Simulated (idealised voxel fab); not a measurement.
A process module follows: voxel tone inversion.
Shown is cross-section cut, with a width of 285 nm and square cells of size 5 nm.
In this document a cross-section is written as a grid of square cells. It is given as a series of bands, listed from the top down, and a band is one or more rows of cells.
Read a band's entry like this: the first values are the height of its top and the height of its bottom in nm, and what follows is the sequence of materials from left to right, each with its width in nm. Note that "air" is empty space, and that a single material marked "edge to edge" reaches across the band from edge to edge.
Heights are reckoned from 0. Under this level, the received wafer is all of one material. The bottommost band is open-ended downward, for example "from 0 down".
Width: "30 to 40" (first number = top row, second number = bottom row, same change from row to row of cells).
"nothing got changed" after a step means that no cell of the cross-section changed.
Closed empty spaces (no open way to the top) of 8 cells or more are what "Closed cavity list" lists, each as width x height at distance from the left edge, nm for all three.
Step line, after settings: the simulator's comment on this step.
Steps that use a mask can have "overlay nm" on their line. It says how far the mask sat to the right of where it was meant to be. Negative means to the left.

Plan:
step 1: RECEIVE,material Si
step 2: CONFORMAL_DEP,material SiN,thk nm 5
step 3: DIRECTIONAL_DEP,material aC,thk nm 20
step 4: PATTERN,tone cover,mask id POSTS,material resist,width nm 15,pitch nm 45,thk nm 30,overlay nm -15
step 5: DIRECTIONAL_ETCH,etch materials aC,depth nm 20
step 6: STRIP,etch materials resist
step 7: FILL_DEP,material lowk,thk nm 10
step 8: CMP,height nm 25
step 9: STRIP,etch materials aC
The plan's step 4 overlay nm is the first wafer's value; the wafers differ in this setting and start identical.

Here's the first of the wafers in cross-section, just as we got it, i.e. after step 1:
- from 0 down: Si edge to edge
- Closed cavity list: none

End of the module, past its last step, step 9: how the first of several wafers looks in cross-section:
- from 25 to 5: lowk=95, then air=15, then lowk=30, then air=15, then lowk=130
- from 5 to 0: SiN edge to edge
- from 0 down: Si edge to edge
- Closed cavity list: none

Last wafer, end of module, cross-section:
- from 25 to 5: lowk=125, then air=15, then lowk=30, then air=15, then lowk=100
- from 5 to 0: SiN edge to edge
- from 0 down: Si edge to edge
- Closed cavity list: none

Wafer rows, end of module: cells per material gained (+) or lost (-) since receipt; closed voids last:
overlay nm -15 | +57 SiN | +204 lowk | Closed cavity list: none
overlay nm -10 | +57 SiN | +204 lowk | Closed cavity list: none
overlay nm -5 | +57 SiN | +204 lowk | Closed cavity list: none
overlay nm 0 | +57 SiN | +204 lowk | Closed cavity list: none
overlay nm 5 | +57 SiN | +204 lowk | Closed cavity list: none
overlay nm 10 | +57 SiN | +204 lowk | Closed cavity list: none
overlay nm 15 | +57 SiN | +204 lowk | Closed cavity list: none
